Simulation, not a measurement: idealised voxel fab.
This is a process module. Its name is voxel self aligned contacts.
Pictured: cross-section cut, 280 nm wide, on a grid of 5 nm square cells.
Cross-section = grid of square cells, listed top down in bands; band = one or more rows. This entry defines a band. It first specifies the height of the band's top and the height of its bottom in nm, and then specifies the band's materials from left to right, stating each material with its width in nm. The word "all across" identifies a single material that fills the band from edge to edge, while the word "empty" identifies empty space. Beneath 0, the wafer as received is one material, and that level is where height counting begins. The lowest band goes on downward without a bottom; it is written like "0 -> down". Width spec "30->40" -> top row of cells at first value, bottom row at second value, equal per-row change in between. The cross-section has no changed cell in any step marked "no alteration". Any empty space of 8 cells or more lacking an open way to the top shows up in "Closed void inventory" as width x height at distance, distance from the left edge, in nm. Past the settings on a step's line: simulator remark, on that step. "overlay nm" denotes, for a step that has a mask, the displacement of the mask to the right of its planned place, with negative values corresponding to the left.

Plan:
| 1 | RECEIVE (material Si) |
| 2 | OXIDIZE (depth nm 5) |
| 3 | DIRECTIONAL_DEP (material polySi; thk nm 25) |
| 4 | DIRECTIONAL_DEP (material SiN; thk nm 20) |
| 5 | MASKED_ETCH (tone cover; mask id GATE; width nm 30; pitch nm 65; etch materials SiN; depth nm 20; overlay nm 0) |
| 6 | MASKED_ETCH (tone cover; mask id GATE; width nm 30; pitch nm 65; etch materials polySi; depth nm 25; overlay nm 0) |
| 7 | CONFORMAL_DEP (material SiN; thk nm 10) |
| 8 | DIRECTIONAL_ETCH (etch materials SiN; depth nm 10) |
| 9 | FILL_DEP (material SiO2; thk nm 10) |
| 10 | CMP (height nm 50) |
| 11 | PATTERN (tone open; mask id CONTACT; material resist; width nm 45; pitch nm 65; thk nm 15; overlay nm 0) |
| 12 | DIRECTIONAL_ETCH (etch materials SiO2; depth nm 55) |
| 13 | STRIP (etch materials resist) |
| 14 | CONFORMAL_DEP (material TiN; thk nm 5) |
| 15 | FILL_DEP (material W; thk nm 5) |
| 16 | CMP (height nm 50) |
| 17 | CONFORMAL_DEP (material SiCN; thk nm 5) |

Here's what the wafer looked like in cross-section when it arrived - that's after step 1:
  0 -> down: Si all across
  Closed void inventory: none

Cross-section, end of module. Start: as above. Plan: as above. Execution: one mistake:
  55 -> 50: SiCN all across
  50 -> 45: SiO2 50 nm, then SiN 50 nm, then TiN 15 nm, then SiN 50 nm, then TiN 15 nm, then SiN 50 nm, then SiO2 50 nm
  45 -> 25: SiN all across
  25 -> 0: polySi all across
  0 -> -5: SiO2 all across
  -5 -> down: Si all across
  Closed void inventory: none
Diagnosis: twice, step 4 of the plan was run
